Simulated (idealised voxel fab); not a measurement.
Herein follows the process module entitled voxel tone inversion.
Section shown: cut. Width: 225 nm. Cell size: 5 nm, square.
This document writes a cross-section as a grid whose cells are square, and gives it as bands, listed from the top down; one or more rows of cells form a band.
Per band: top height and bottom height in nm, followed by the left-to-right materials and their widths in nm; "everywhere" marks a single material spanning edge to edge, "air" marks empty space.
Heights are expressed relative to 0, this being the level below which the as-received wafer comprises one material exclusively. The lowest band is unbounded in the downward direction and is denoted as in "0 nm and below".
The two numbers in a width such as "30 to 40" mark its ends across the band: the first belongs to the top row of cells, the second to the bottom row, and from each row to the next the width moves by the same amount.
Where a step carries "changes: none", the cross-section came out of it unchanged, cell for cell.
Enclosed voids (no open way to top), threshold 8 cells or more, entry "Closed void roster", notation width x height at distance, distance from left edge, nm.
On each step's line, the part that comes after the settings is the simulator's own comment on the step.
overlay nm: for a step with a mask, the amount by which the mask lay right of where it was planned; a negative amount means left of it.
### The following list gives the planned process steps
| 1 | RECEIVE (material Si) |
| 2 | CONFORMAL_DEP (material SiN; thk nm 5) |
| 3 | DIRECTIONAL_DEP (material polySi; thk nm 20) |
| 4 | PATTERN (tone cover; mask id POSTS; material resist; width nm 25; pitch nm 40; thk nm 30; overlay nm -15) |
| 5 | DIRECTIONAL_ETCH (etch materials polySi; depth nm 20) |
| 6 | STRIP (etch materials resist) |
| 7 | FILL_DEP (material lowk; thk nm 10) |
| 8 | CMP (height nm 25) |
| 9 | STRIP (etch materials polySi) |
The wafers in this document start out alike and differ in the overlay nm applied at step 4; the plan shows the value used for the first wafer.
### So this is the first of several wafers, cross-sectioned as it came to us, meaning it's at the end of step 1
    0 nm and below  Si everywhere
    Closed void roster: none
### first wafer at the end, after step 9
    25 nm to 5 nm  lowk (25)  air (25)  lowk (15)  air (25)  lowk (15)  air (25)  lowk (15)  air (25)  lowk (55)
    5 nm to 0 nm  SiN everywhere
    0 nm and below  Si everywhere
    Closed void roster: none
### Cross-section at module completion, last wafer
    25 nm to 5 nm  lowk (55)  air (25)  lowk (15)  air (25)  lowk (15)  air (25)  lowk (15)  air (25)  lowk (25)
    5 nm to 0 nm  SiN everywhere
    0 nm and below  Si everywhere
    Closed void roster: none
### Per wafer (row), end of module: delta in cells per material since receipt, (+) for gained, (-) for lost; closed voids after that
overlay nm -15 | +45 SiN | +100 lowk | Closed void roster: none
overlay nm -10 | +45 SiN | +100 lowk | Closed void roster: none
overlay nm -5 | +45 SiN | +100 lowk | Closed void roster: none
overlay nm 0 | +45 SiN | +100 lowk | Closed void roster: none
overlay nm 5 | +45 SiN | +100 lowk | Closed void roster: none
overlay nm 10 | +45 SiN | +100 lowk | Closed void roster: none
overlay nm 15 | +45 SiN | +100 lowk | Closed void roster: none
